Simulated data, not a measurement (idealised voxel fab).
Process module name: voxel fin reveal
The cross-section on display is named cut; it measures 285 nm wide, and its cells are 5 nm squares.
Cross-section layout: square cells on a grid; listed as bands, top to bottom; a band spans one or more cell rows.
Within each band entry, the heights of the top and of the bottom of the band appear first, in that order and in nm; the materials of the band then follow from left to right, each with its corresponding width in nm. The designation "everywhere" on a single material indicates that it fills the band from edge to edge; the designation "air" indicates empty space.
Heads up on the height convention: 0 is the point under which the incoming wafer is all one material, and the lowest band has no bottom, it just keeps going down, like "0 down".
Width spec "30->40" -> top row of cells at first value, bottom row at second value, equal per-row change in between.
For the purposes of this document, the phrase "no alterations made" attached to a step denotes that no cell within the cross-section was modified by that step.
Empty spaces without an open route to the top, at least 8 cells in extent, make up the entry "Enclosed empty spaces"; each is given as width x height at distance, where the distance is measured from the left edge, and all are in nm.
Post-settings text on a step line: simulator's own remark regarding the step.
overlay nm: where the mask lay relative to plan, measured to the right, on steps with a mask; negatives go left.
Below is the list of planned process steps
1) op RECEIVE | material Si
2) op CONFORMAL_DEP | material SiN | thk nm 5
3) op DIRECTIONAL_DEP | material aC | thk nm 10
4) op PATTERN | tone cover | mask id FINS | material resist | width nm 15 | pitch nm 45 | thk nm 30 | overlay nm 0
5) op DIRECTIONAL_ETCH | etch materials aC | depth nm 10
6) op STRIP | etch materials resist
7) op DIRECTIONAL_ETCH | etch materials SiN | depth nm 5
8) op DIRECTIONAL_ETCH | etch materials Si | depth nm 40
9) op STRIP | etch materials aC
10) op FILL_DEP | material SiO2 | thk nm 15
11) op CMP | height nm 5
12) op SELECTIVE_ETCH | etch materials SiO2 | depth nm 20
13) op STRIP | etch materials SiN
14) op CONFORMAL_DEP | material SiO2 | thk nm 5
The value of width nm given for step 4 in the plan refers to the first wafer; the wafers vary in this setting and are alike at the start.
Sectional view: first of several wafers, as received, after step 1
- 0 down  Si everywhere
- Enclosed empty spaces: none
The cross-section of the first of several wafers is given below for the end of the module, after its final step, step 14
- 5 to 0  air=85  SiO2=25  air=20  SiO2=25  air=20  SiO2=25  air=85
- 0 to -10  air=85  SiO2=5  Si=15  SiO2=5  air=20  SiO2=5  Si=15  SiO2=5  air=20  SiO2=5  Si=15  SiO2=5  air=85
- -10 to -40  SiO2=90  Si=15  SiO2=30  Si=15  SiO2=30  Si=15  SiO2=90
- -40 down  Si everywhere
- Enclosed empty spaces: none
Here's the last wafer cross-sectioned at the end of the module
- 5 to 0  air=80  SiO2=40  air=5  SiO2=40  air=5  SiO2=40  air=75
- 0 to -10  air=80  SiO2=5  Si=30  SiO2=5  air=5  SiO2=5  Si=30  SiO2=5  air=5  SiO2=5  Si=30  SiO2=5  air=75
- -10 to -40  SiO2=85  Si=30  SiO2=15  Si=30  SiO2=15  Si=30  SiO2=80
- -40 down  Si everywhere
- Enclosed empty spaces: none
Each wafer at the end: cells of each material gained (+) or lost (-) since it was received, then its closed voids
width nm 15; -384 Si; +315 SiO2; Enclosed empty spaces: none
width nm 20; -360 Si; +300 SiO2; Enclosed empty spaces: none
width nm 25; -336 Si; +285 SiO2; Enclosed empty spaces: none
width nm 30; -312 Si; +270 SiO2; Enclosed empty spaces: none
